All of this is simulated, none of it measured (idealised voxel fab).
process module | voxel tone inversion
cross-section cut | 215 nm wide | cells 5 nm
A cross-section is a grid of square cells, given in bands from the top down. A band is one or more rows of cells.
Each band's line starts with the height of the band's top and of its bottom, in nm. Then come its materials from left to right, each with its width in nm. One material with "throughout" fills the band from edge to edge. "air" is empty space.
Height 0 is the level under which the wafer as received is all one material. The lowest band goes on downwards, as in "0 down".
A width such as "30 to 40" changes by the same amount from each row of cells to the next, from the band's top row to its bottom row.
"no change" after a step means that no cell of the cross-section changed.
closed voids: empty space of 8 cells or more with no open way to the top, each as width x height at its distance from the left edge, in nm
after a step's settings: what the simulator itself notes on the step
overlay nm, on a step with a mask: how far to the right of its planned place the mask lay; to the left if negative
plan
1 op RECEIVE | material Si
2 op CONFORMAL_DEP | material SiCN | thk nm 5
3 op DIRECTIONAL_DEP | material polySi | thk nm 25
4 op PATTERN | tone cover | mask id POSTS | material resist | width nm 15 | pitch nm 45 | thk nm 35 | overlay nm 0
5 op DIRECTIONAL_ETCH | etch materials polySi | depth nm 25
6 op STRIP | etch materials resist
7 op FILL_DEP | material SiO2 | thk nm 10
8 op CMP | height nm 30
9 op STRIP | etch materials polySi
varied across the wafers: width nm of step 4. The plan shows the first wafer's value. All wafers start alike
first wafer as received, after step 1
  0 down: Si throughout
  closed voids: none
first wafer at the end, after step 9
  30 to 5: SiO2 80 | air 15 | SiO2 30 | air 15 | SiO2 75
  5 to 0: SiCN throughout
  0 down: Si throughout
  closed voids: none
last wafer at the end
  30 to 5: SiO2 70 | air 30 | SiO2 15 | air 30 | SiO2 70
  5 to 0: SiCN throughout
  0 down: Si throughout
  closed voids: none
each wafer at the end: cells of each material gained (+) or lost (-) since it was received, then its closed voids
width nm 15 | +43 SiCN | +185 SiO2 | closed voids: none
width nm 20 | +43 SiCN | +175 SiO2 | closed voids: none
width nm 25 | +43 SiCN | +165 SiO2 | closed voids: none
width nm 30 | +43 SiCN | +155 SiO2 | closed voids: none
